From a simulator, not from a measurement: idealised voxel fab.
Process module in this document: voxel transistor to metal
Section shown: cut. Width: 140 nm. Cell size: 5 nm, square.
When this document writes out a cross-section, it uses a grid of square cells and lists it as bands, beginning at the top and moving down, with a band standing for one or more rows of cells.
A band entry consists of two parts. The first gives the height of the band's top and the height of its bottom, in nm. The rest lists the band's materials from left to right, each with its width in nm. A single material labelled with the word "throughout" fills the band from edge to edge, and the word "air" marks empty space.
All heights in this document are referenced to 0, defined as the level beneath which the wafer, as received, consists entirely of one material. The lowest band is not bounded below; it extends indefinitely downward and is written in the form "z 0 and below".
A width given as "30->40" starts at the first number in the band's top row and ends at the second number in its bottom row, shifting by an equal amount at every step from row to row.
You'll sometimes find "stayed the same" written for a step, and that's the way of saying that nowhere in the cross-section did a cell change during that step.
Reported under the label "Trapped voids" are the empty spaces having no open way to the top and comprising 8 cells or more; the notation for each is width x height at distance, in which the distance is measured from the left edge and all three values are in nm.
On each step's line, the part that comes after the settings is the simulator's own comment on the step.
For masked steps, "overlay nm" on the step line gives how far right of plan the mask actually lay; a minus sign means it lay to the left.

Process steps foreseen in the plan:
- 1: RECEIVE,material Si
- 2: CONFORMAL_DEP,material SiO2,thk nm 5
- 3: CONFORMAL_DEP,material SiN,thk nm 10
- 4: PATTERN,tone cover,mask id ACTIVE,material resist,width nm 100,thk nm 15,overlay nm 0
- 5: DIRECTIONAL_ETCH,etch materials SiN,depth nm 10
- 6: DIRECTIONAL_ETCH,etch materials SiO2,depth nm 5
- 7: DIRECTIONAL_ETCH,etch materials Si,depth nm 35
- 8: STRIP,etch materials resist
- 9: FILL_DEP,material SiO2,thk nm 10
- 10: CMP,height nm 15
- 11: SELECTIVE_ETCH,etch materials SiO2,depth nm 5
- 12: STRIP,etch materials SiN
- 13: SELECTIVE_ETCH,etch materials SiO2,depth nm 5
- 14: OXIDIZE,depth nm 5
- 15: DIRECTIONAL_DEP,material polySi,thk nm 20
- 16: DIRECTIONAL_DEP,material SiCN,thk nm 10
- 17: PATTERN,tone cover,mask id GATE,material resist,width nm 30,thk nm 20,overlay nm 0
- 18: DIRECTIONAL_ETCH,etch materials SiCN,depth nm 20
- 19: DIRECTIONAL_ETCH,etch materials polySi,depth nm 30
- 20: STRIP,etch materials resist
- 21: CONFORMAL_DEP,material SiO2,thk nm 5
- 22: DIRECTIONAL_ETCH,etch materials SiO2,depth nm 5
- 23: CONFORMAL_DEP,material SiN,thk nm 10
- 24: DIRECTIONAL_ETCH,etch materials SiN,depth nm 10
- 25: DIRECTIONAL_ETCH,etch materials SiO2,depth nm 5
- 26: DIRECTIONAL_ETCH,etch materials Si,depth nm 15
- 27: EPI,material nSi,thk nm 15
- 28: FILL_DEP,material SiO2,thk nm 10
- 29: CMP,height nm 20
- 30: STRIP,etch materials polySi
- 31: SELECTIVE_ETCH,etch materials SiO2,depth nm 5
- 32: CONFORMAL_DEP,material HfO2,thk nm 5
- 33: CONFORMAL_DEP,material TiN,thk nm 5
- 34: FILL_DEP,material W,thk nm 10
- 35: CMP,height nm 15
- 36: DIRECTIONAL_DEP,material SiO2,thk nm 10
- 37: MASKED_ETCH,tone open,mask id CONTACT,width nm 15,pitch nm 75,etch materials SiO2,depth nm 15,overlay nm 0
- 38: CONFORMAL_DEP,material TiN,thk nm 5
- 39: FILL_DEP,material Ru,thk nm 10
- 40: CMP,height nm 25
- 41: DIRECTIONAL_DEP,material TiN,thk nm 5
- 42: DIRECTIONAL_DEP,material Ru,thk nm 25
- 43: MASKED_ETCH,tone cover,mask id METAL_1,width nm 15,pitch nm 75,etch materials Ru,depth nm 25,overlay nm 0
- 44: MASKED_ETCH,tone cover,mask id METAL_1,width nm 15,pitch nm 75,etch materials TiN,depth nm 5,overlay nm 0
- 45: FILL_DEP,material lowk,thk nm 5
- 46: CMP,height nm 55
- 47: CONFORMAL_DEP,material SiCN,thk nm 5
- 48: DIRECTIONAL_DEP,material SiO2,thk nm 30
- 49: DIRECTIONAL_DEP,material aC,thk nm 15
- 50: PATTERN,tone open,mask id METAL_2,material resist,width nm 15,pitch nm 75,thk nm 35,overlay nm 0
- 51: DIRECTIONAL_ETCH,etch materials aC,depth nm 15
- 52: STRIP,etch materials resist
- 53: DIRECTIONAL_ETCH,etch materials SiO2,depth nm 15
- 54: STRIP,etch materials aC
- 55: PATTERN,tone open,mask id METAL_2_HOLES,material resist,width nm 15,pitch nm 75,thk nm 20,overlay nm 0
- 56: DIRECTIONAL_ETCH,etch materials SiO2,depth nm 15
- 57: DIRECTIONAL_ETCH,etch materials SiCN,depth nm 5
- 58: STRIP,etch materials resist
- 59: CONFORMAL_DEP,material TiN,thk nm 5
- 60: FILL_DEP,material Cu,thk nm 5
- 61: CMP,height nm 90
- 62: CONFORMAL_DEP,material SiN,thk nm 5

Cross-section of the wafer as it came to us, i.e., already through step 1:
> z 0 and below = Si throughout
> Trapped voids: none

Wafer cross-section at end of module: start and plan as shown above, one execution error:
> z 95 to 90 = SiN throughout
> z 90 to 60 = SiO2 25 nm; TiN 5 nm; Cu 5 nm; TiN 5 nm; SiO2 60 nm; TiN 5 nm; Cu 5 nm; TiN 5 nm; SiO2 25 nm
> z 60 to 55 = SiCN 25 nm; TiN 15 nm; SiCN 60 nm; TiN 15 nm; SiCN 25 nm
> z 55 to 30 = lowk 25 nm; Ru 15 nm; lowk 60 nm; Ru 15 nm; lowk 25 nm
> z 30 to 25 = lowk 25 nm; TiN 15 nm; lowk 60 nm; TiN 15 nm; lowk 25 nm
> z 25 to 15 = SiO2 25 nm; TiN 5 nm; Ru 5 nm; TiN 5 nm; SiO2 60 nm; TiN 5 nm; Ru 5 nm; TiN 5 nm; SiO2 25 nm
> z 15 to 10 = SiO2 25 nm; TiN 15 nm; SiN 10 nm; TiN 5 nm; W 30 nm; TiN 5 nm; SiN 10 nm; TiN 15 nm; SiO2 25 nm
> z 10 to 5 = SiO2 25 nm; nSi 15 nm; SiN 10 nm; TiN 5 nm; W 30 nm; TiN 5 nm; SiN 10 nm; nSi 15 nm; SiO2 25 nm
> z 5 to 0 = SiO2 20 nm; SiN 10 nm; nSi 10 nm; SiN 10 nm; TiN 5 nm; W 30 nm; TiN 5 nm; SiN 10 nm; nSi 10 nm; SiN 10 nm; SiO2 20 nm
> z 0 to -5 = SiO2 30 nm; nSi 10 nm; SiO2 10 nm; TiN 40 nm; SiO2 10 nm; nSi 10 nm; SiO2 30 nm
> z -5 to -20 = SiO2 20 nm; Si 10 nm; nSi 10 nm; Si 60 nm; nSi 10 nm; Si 10 nm; SiO2 20 nm
> z -20 to -35 = SiO2 20 nm; Si 100 nm; SiO2 20 nm
> z -35 and below = Si throughout
> Trapped voids: none
What broke from the plan during processing? not run: step 32 of the plan (skipped)
